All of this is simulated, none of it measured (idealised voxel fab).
Process module, titled voxel trench capacitor
The cross-section shown here is cut; it is 265 nm wide and divided into square cells measuring 5 nm on a side.
If you're reading a cross-section in this doc, picture square cells in a grid; it comes to you as bands, top ones listed first down to the bottom, and a band can be one or more rows of cells. In this notation a band is specified by the heights of its top and bottom, in that order and in nm, after which its materials appear from left to right, each paired with its width in nm. The word "throughout" attached to a single material means that material fills the band from edge to edge; the word "blank" stands for empty space. Basically, 0 is our baseline, since under it the wafer straight out of the box is all one material. The bottom band has no lower end and keeps on going down, so it looks like "top 0, no bottom". The two numbers in a width such as "30..40" mark its ends across the band: the first belongs to the top row of cells, the second to the bottom row, and from each row to the next the width moves by the same amount. The cross-section has no changed cell in any step marked "nothing changed". Heads up: "Enclosed void list" only lists the empty pockets with no open path to the top that are 8 cells or more, and it writes them as width x height at distance, distance from the left edge, in nm. Text after the settings on a step's line: the simulator's own remark on that step. For masked steps, "overlay nm" on the step line gives how far right of plan the mask actually lay; a minus sign means it lay to the left.

### Here's what the planned process steps look like
1) RECEIVE | material Si
2) CONFORMAL_DEP | material SiN | thk nm 5
3) MASKED_ETCH | tone open | mask id TRENCH | width nm 25 | pitch nm 45 | etch materials SiN | depth nm 5 | overlay nm -15
4) MASKED_ETCH | tone open | mask id TRENCH | width nm 25 | pitch nm 45 | etch materials Si | depth nm 30 | overlay nm 0
5) CONFORMAL_DEP | material HfO2 | thk nm 5
6) CONFORMAL_DEP | material TiN | thk nm 5
7) FILL_DEP | material W | thk nm 5
8) CMP | height nm 5
Wafers differ in overlay nm at step 3; plan lists the first wafer's value; identical starting state.

### Received condition of the first of several wafers, sectioned: post-step 1
    top 0, no bottom = Si throughout
    Enclosed void list: none

### Basically each wafer gets a line in the table, showing it at the end of the module: material by material, the cells it gained (+) or lost (-) since we got it, then its closed voids
overlay nm -15, +51 HfO2, -36 Si, +38 SiN, Enclosed void list: none
overlay nm -10, +51 HfO2, -54 Si, +38 SiN, +18 TiN, Enclosed void list: none
overlay nm -5, +51 HfO2, -72 Si, +38 SiN, +36 TiN, Enclosed void list: none
overlay nm 0, +51 HfO2, -90 Si, +38 SiN, +39 TiN, +15 W, Enclosed void list: none
overlay nm 5, +51 HfO2, -72 Si, +38 SiN, +36 TiN, Enclosed void list: none
overlay nm 10, +51 HfO2, -54 Si, +38 SiN, +18 TiN, Enclosed void list: none
overlay nm 15, +51 HfO2, -36 Si, +38 SiN, Enclosed void list: none
